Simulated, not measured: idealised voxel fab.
A process module follows: voxel fin reveal.
Cross-section cut spans 215 nm and uses square cells 5 nm in size.
Reading order for cross-sections: top band down to bottom band. Underlying form: a grid of square cells. Band size: one or more rows of cells.
Look at the band entry: it leads with the top's height and the bottom's height in nm. Then it lists the materials left to right, with a width in nm for each. The word "edge to edge" on a single material says that material fills the band edge to edge. The word "blank" is empty space.
Basically, 0 is our baseline, since under it the wafer straight out of the box is all one material. The bottom band has no lower end and keeps on going down, so it looks like "0 -> down".
Top row gets the first number, bottom row gets the second, and each row in between changes by the same step: that is how a band width like "30->40" works.
Step note "left unchanged" = no cross-section cell changed.
So "Closed void listing" is basically the list of trapped voids: any empty space of 8 cells or more that can't reach the top through an opening. They're written width x height at distance, the distance being from the left edge, and it's all nm.
Whatever follows a step's settings on its line is a remark the simulator itself makes about that step.
When a step includes a mask, the "overlay nm" setting on its line states how far to the right of its planned place that mask lay, and negative values state how far to the left.

List of planned process steps
1 RECEIVE [material Si]
2 CONFORMAL_DEP [material SiN] [thk nm 5]
3 PATTERN [tone cover] [mask id FINS] [material resist] [width nm 15] [pitch nm 45] [thk nm 15] [overlay nm 0]
4 DIRECTIONAL_ETCH [etch materials SiN] [depth nm 5]
5 DIRECTIONAL_ETCH [etch materials Si] [depth nm 30]
6 STRIP [etch materials resist]
7 FILL_DEP [material SiO2] [thk nm 10]
8 CMP [height nm 5]
9 SELECTIVE_ETCH [etch materials SiO2] [depth nm 20]
10 STRIP [etch materials SiN]

Cross-section of the wafer at receipt, which is the condition after step 1
- 0 -> down | Si edge to edge
- Closed void listing: none

Run as planned - first of the two wafers cross-sectioned at the end of the module
- 0 -> -15 | blank 75 nm, then Si 15 nm, then blank 30 nm, then Si 15 nm, then blank 80 nm
- -15 -> -30 | SiO2 75 nm, then Si 15 nm, then SiO2 30 nm, then Si 15 nm, then SiO2 80 nm
- -30 -> down | Si edge to edge
- Closed void listing: none

Now the second wafer, cross-sectioned at the end of the module. Nothing different at the start, nothing different in the plan compared with the first, just one mistake when it was actually run
- 0 -> -15 | blank 75 nm, then Si 15 nm, then blank 30 nm, then Si 15 nm, then blank 80 nm
- -15 -> -25 | SiO2 75 nm, then Si 15 nm, then SiO2 30 nm, then Si 15 nm, then SiO2 80 nm
- -25 -> down | Si edge to edge
- Closed void listing: none
Where did the run depart from the plan? the process deviated at step 5: the operation and settings actually run there were DIRECTIONAL_ETCH [etch materials Si] [depth nm 25]
Cell-count delta at end, second wafer over first, by material: +37 Si | -37 SiO2
